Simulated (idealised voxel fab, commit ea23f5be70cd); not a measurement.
process module | voxel wiring stack
cross-section cut | 260 nm wide | cells 5 nm
A cross-section is a grid of square cells, given in bands from the top down. A band is one or more rows of cells.
Each band's line starts with the height of the band's top and of its bottom, in nm. Then come its materials from left to right, each with its width in nm. One material with "throughout" fills the band from edge to edge. "air" is empty space.
Height 0 is the level under which the wafer as received is all one material. The lowest band goes on downwards, as in "0 down".
A width such as "30 to 40" changes by the same amount from each row of cells to the next, from the band's top row to its bottom row.
"no change" after a step means that no cell of the cross-section changed.
closed voids: empty space of 8 cells or more with no open way to the top, each as width x height at its distance from the left edge, in nm
after a step's settings: what the simulator itself notes on the step
overlay nm, on a step with a mask: how far to the right of its planned place the mask lay; to the left if negative
plan
1 op RECEIVE | material Si
2 op CONFORMAL_DEP | material SiO2 | thk nm 10
3 op CONFORMAL_DEP | material SiCN | thk nm 5
4 op DIRECTIONAL_DEP | material SiO2 | thk nm 15
5 op PATTERN | tone open | mask id METAL_1 | material resist | width nm 30 | pitch nm 55 | thk nm 20 | overlay nm 0
6 op DIRECTIONAL_ETCH | etch materials SiO2 | depth nm 15
7 op DIRECTIONAL_ETCH | etch materials SiCN | depth nm 5
8 op STRIP | etch materials resist
9 op CONFORMAL_DEP | material TiN | thk nm 5
10 op FILL_DEP | material Cu | thk nm 5
11 op CMP | height nm 30
12 op CONFORMAL_DEP | material SiCN | thk nm 5
13 op DIRECTIONAL_DEP | material SiO2 | thk nm 20
14 op MASKED_ETCH | tone open | mask id PLUG_1 | width nm 15 | pitch nm 55 | etch materials SiO2 | depth nm 20 | overlay nm 0
15 op MASKED_ETCH | tone open | mask id PLUG_1 | width nm 15 | pitch nm 55 | etch materials SiCN | depth nm 5 | overlay nm 0
16 op EPI | material Ru | thk nm 10
17 op EPI | material Ru | thk nm 10
18 op EPI | material Ru | thk nm 5
19 op CONFORMAL_DEP | material SiCN | thk nm 5
20 op DIRECTIONAL_DEP | material lowk | thk nm 20
21 op PATTERN | tone open | mask id METAL_2 | material resist | width nm 30 | pitch nm 55 | thk nm 20 | overlay nm 0
22 op DIRECTIONAL_ETCH | etch materials lowk | depth nm 20
23 op DIRECTIONAL_ETCH | etch materials SiCN | depth nm 5
24 op STRIP | etch materials resist
25 op CONFORMAL_DEP | material TiN | thk nm 5
26 op FILL_DEP | material Cu | thk nm 10
27 op CMP | height nm 80
28 op CONFORMAL_DEP | material SiCN | thk nm 5
29 op DIRECTIONAL_DEP | material lowk | thk nm 30
30 op MASKED_ETCH | tone open | mask id METAL_3_HOLES | width nm 15 | pitch nm 55 | etch materials lowk | depth nm 30 | overlay nm 0
31 op MASKED_ETCH | tone open | mask id METAL_3 | width nm 30 | pitch nm 55 | etch materials lowk | depth nm 20 | overlay nm 0
32 op MASKED_ETCH | tone open | mask id METAL_3 | width nm 30 | pitch nm 55 | etch materials SiCN | depth nm 5 | overlay nm -15
33 op CONFORMAL_DEP | material TiN | thk nm 5
34 op FILL_DEP | material Cu | thk nm 5
35 op CMP | height nm 115
36 op CONFORMAL_DEP | material SiCN | thk nm 5
37 op DIRECTIONAL_DEP | material lowk | thk nm 10
38 op DIRECTIONAL_DEP | material aC | thk nm 10
39 op PATTERN | tone open | mask id PLUG_3 | material resist | width nm 15 | thk nm 25 | overlay nm 0
40 op DIRECTIONAL_ETCH | etch materials aC | depth nm 10
41 op STRIP | etch materials resist
42 op DIRECTIONAL_ETCH | etch materials lowk | depth nm 10
43 op DIRECTIONAL_ETCH | etch materials SiCN | depth nm 5
44 op STRIP | etch materials aC
45 op CONFORMAL_DEP | material TiN | thk nm 5
46 op FILL_DEP | material W | thk nm 10
47 op CMP | height nm 130
48 op CONFORMAL_DEP | material SiN | thk nm 5
49 op DIRECTIONAL_DEP | material lowk | thk nm 25
50 op MASKED_ETCH | tone open | mask id METAL_4 | width nm 30 | pitch nm 55 | etch materials lowk | depth nm 25 | overlay nm 0
51 op MASKED_ETCH | tone open | mask id METAL_4 | width nm 30 | pitch nm 55 | etch materials SiN | depth nm 5 | overlay nm 0
52 op CONFORMAL_DEP | material TiN | thk nm 5
53 op FILL_DEP | material Cu | thk nm 5
54 op CMP | height nm 160
55 op EPI | material Ru | thk nm 5
56 op FILL_DEP | material SiCN | thk nm 5
varied across the wafers: overlay nm of step 32. The plan shows the first wafer's value. All wafers start alike
first wafer as received, after step 1
  0 down: Si throughout
  closed voids: none
first wafer at the end, after step 56
  170 to 165: SiCN throughout
  165 to 160: SiCN 80 | Ru 40 | SiCN 15 | Ru 40 | SiCN 85
  160 to 135: lowk 85 | TiN 5 | Cu 20 | TiN 5 | lowk 25 | TiN 5 | Cu 20 | TiN 5 | lowk 90
  135 to 130: SiN 85 | TiN 30 | SiN 25 | TiN 30 | SiN 90
  130 to 120: lowk 85 | TiN 5 | W 5 | TiN 5 | lowk 160
  120 to 115: SiCN 85 | TiN 15 | SiCN 160
  115 to 100: lowk 85 | TiN 5 | Cu 20 | TiN 5 | lowk 25 | TiN 5 | Cu 20 | TiN 5 | lowk 90
  100 to 95: lowk 85 | TiN 5 | Cu 5 | TiN 20 | lowk 25 | TiN 5 | Cu 5 | TiN 20 | lowk 90
  95 to 85: lowk 85 | TiN 5 | Cu 5 | TiN 5 | lowk 40 | TiN 5 | Cu 5 | TiN 5 | lowk 105
  85 to 80: SiCN 85 | TiN 15 | SiCN 40 | TiN 15 | SiCN 105
  80 to 60: lowk 85 | TiN 5 | Cu 20 | TiN 5 | lowk 25 | TiN 5 | Cu 20 | TiN 5 | lowk 90
  60 to 55: SiCN 85 | TiN 30 | SiCN 25 | TiN 30 | SiCN 90
  55 to 35: SiO2 85 | Ru 15 | SiO2 40 | Ru 15 | SiO2 105
  35 to 30: SiCN 85 | Ru 15 | SiCN 40 | Ru 15 | SiCN 105
  30 to 15: SiO2 85 | TiN 5 | Cu 20 | TiN 5 | SiO2 25 | TiN 5 | Cu 20 | TiN 5 | SiO2 90
  15 to 10: SiCN 85 | TiN 30 | SiCN 25 | TiN 30 | SiCN 90
  10 to 0: SiO2 throughout
  0 down: Si throughout
  closed voids: none
last wafer at the end
  170 to 165: SiCN throughout
  165 to 160: SiCN 80 | Ru 40 | SiCN 15 | Ru 40 | SiCN 85
  160 to 135: lowk 85 | TiN 5 | Cu 20 | TiN 5 | lowk 25 | TiN 5 | Cu 20 | TiN 5 | lowk 90
  135 to 130: SiN 85 | TiN 30 | SiN 25 | TiN 30 | SiN 90
  130 to 120: lowk 85 | TiN 5 | W 5 | TiN 5 | lowk 160
  120 to 115: SiCN 85 | TiN 15 | SiCN 160
  115 to 100: lowk 85 | TiN 5 | Cu 20 | TiN 5 | lowk 25 | TiN 5 | Cu 20 | TiN 5 | lowk 90
  100 to 90: lowk 85 | TiN 5 | Cu 5 | TiN 20 to 5 | lowk 25 to 40 | TiN 5 | Cu 5 | TiN 20 to 5 | lowk 90 to 105
  90 to 85: lowk 85 | TiN 15 | lowk 40 | TiN 15 | lowk 105
  85 to 80: SiCN throughout
  80 to 60: lowk 85 | TiN 5 | Cu 20 | TiN 5 | lowk 25 | TiN 5 | Cu 20 | TiN 5 | lowk 90
  60 to 55: SiCN 85 | TiN 30 | SiCN 25 | TiN 30 | SiCN 90
  55 to 35: SiO2 85 | Ru 15 | SiO2 40 | Ru 15 | SiO2 105
  35 to 30: SiCN 85 | Ru 15 | SiCN 40 | Ru 15 | SiCN 105
  30 to 15: SiO2 85 | TiN 5 | Cu 20 | TiN 5 | SiO2 25 | TiN 5 | Cu 20 | TiN 5 | SiO2 90
  15 to 10: SiCN 85 | TiN 30 | SiCN 25 | TiN 30 | SiCN 90
  10 to 0: SiO2 throughout
  0 down: Si throughout
  closed voids: none
each wafer at the end: cells of each material gained (+) or lost (-) since it was received, then its closed voids
overlay nm -15 | +126 Cu | +46 Ru | +309 SiCN | +40 SiN | +408 SiO2 | +127 TiN | +2 W | +710 lowk | closed voids: none
overlay nm -10 | +126 Cu | +46 Ru | +309 SiCN | +40 SiN | +408 SiO2 | +127 TiN | +2 W | +710 lowk | closed voids: none
overlay nm -5 | +126 Cu | +46 Ru | +309 SiCN | +40 SiN | +408 SiO2 | +127 TiN | +2 W | +710 lowk | closed voids: none
overlay nm 0 | +126 Cu | +46 Ru | +309 SiCN | +40 SiN | +408 SiO2 | +127 TiN | +2 W | +710 lowk | closed voids: none
overlay nm 5 | +124 Cu | +46 Ru | +311 SiCN | +40 SiN | +408 SiO2 | +127 TiN | +2 W | +710 lowk | closed voids: none
overlay nm 10 | +124 Cu | +46 Ru | +313 SiCN | +40 SiN | +408 SiO2 | +125 TiN | +2 W | +710 lowk | closed voids: none
overlay nm 15 | +124 Cu | +46 Ru | +315 SiCN | +40 SiN | +408 SiO2 | +123 TiN | +2 W | +710 lowk | closed voids: none
